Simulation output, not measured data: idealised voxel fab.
Process module name: voxel plated lines
It is cross-section cut that appears here, measuring 225 nm in width, its square cells being 5 nm in size.
Cross-section layout: square cells on a grid; listed as bands, top to bottom; a band spans one or more cell rows.
Band entry format. Leading values: height of top, height of bottom, nm. Remainder: materials in left-to-right order, each with its width in nm. Special words: "throughout" on a single material, which then fills the band edge to edge; "blank", empty space.
Height reference: 0 = level under which incoming wafer is all one material. Lowest band: no bottom, runs on downward, e.g. "top 0, no bottom".
Quick explanation for "30..40": the width changes in equal steps down the rows of cells, from the first number in the band's top row to the second number in its bottom row.
Key: "no alteration" - step with no changed cell in the cross-section.
Basically, "Enclosed internal cavities" tells you about the enclosed voids: empty spaces with no open way to the top, 8 cells or bigger, each written width x height at distance, where distance is from the left edge, all in nm.
What comes after the settings on a step's line is commentary from the simulator itself on that step.
You can add "overlay nm" to a step's line. For a step with a mask, it describes how far the mask lay to the right of its planned position, and a negative number describes a lay to the left.

**Intended process steps**
1: RECEIVE | material Si
2: CONFORMAL_DEP | material Al2O3 | thk nm 5
3: DIRECTIONAL_DEP | material TiN | thk nm 5
4: PATTERN | tone open | mask id LINES | material resist | width nm 20 | pitch nm 35 | thk nm 40 | overlay nm 0
5: EPI | material Ru | thk nm 5
6: EPI | material Ru | thk nm 10
7: EPI | material Ru | thk nm 5
8: STRIP | etch materials resist
9: DIRECTIONAL_ETCH | etch materials TiN | depth nm 5
10: CONFORMAL_DEP | material SiN | thk nm 5

**As-received state of the wafer in cross-section, equivalent to post-step 1**
- top 0, no bottom | Si throughout
- Enclosed internal cavities: none

**Result of the module, cross-sectioned: start per above, plan per above, one error in how it was run**
- top 35, bottom 30 | SiN (55)  blank (10)  SiN (25)  blank (10)  SiN (25)  blank (10)  SiN (25)  blank (10)  SiN (55)
- top 30, bottom 10 | Ru (50)  SiN (5)  blank (10)  SiN (5)  Ru (15)  SiN (5)  blank (10)  SiN (5)  Ru (15)  SiN (5)  blank (10)  SiN (5)  Ru (15)  SiN (5)  blank (10)  SiN (5)  Ru (50)
- top 10, bottom 5 | TiN (50)  SiN (20)  TiN (15)  SiN (20)  TiN (15)  SiN (20)  TiN (15)  SiN (20)  TiN (50)
- top 5, bottom 0 | Al2O3 throughout
- top 0, no bottom | Si throughout
- Enclosed internal cavities: none
What was done differently from what was planned? step 4 off recipe, ran as PATTERN | tone cover | mask id LINES | material resist | width nm 20 | pitch nm 35 | thk nm 40 | overlay nm 0
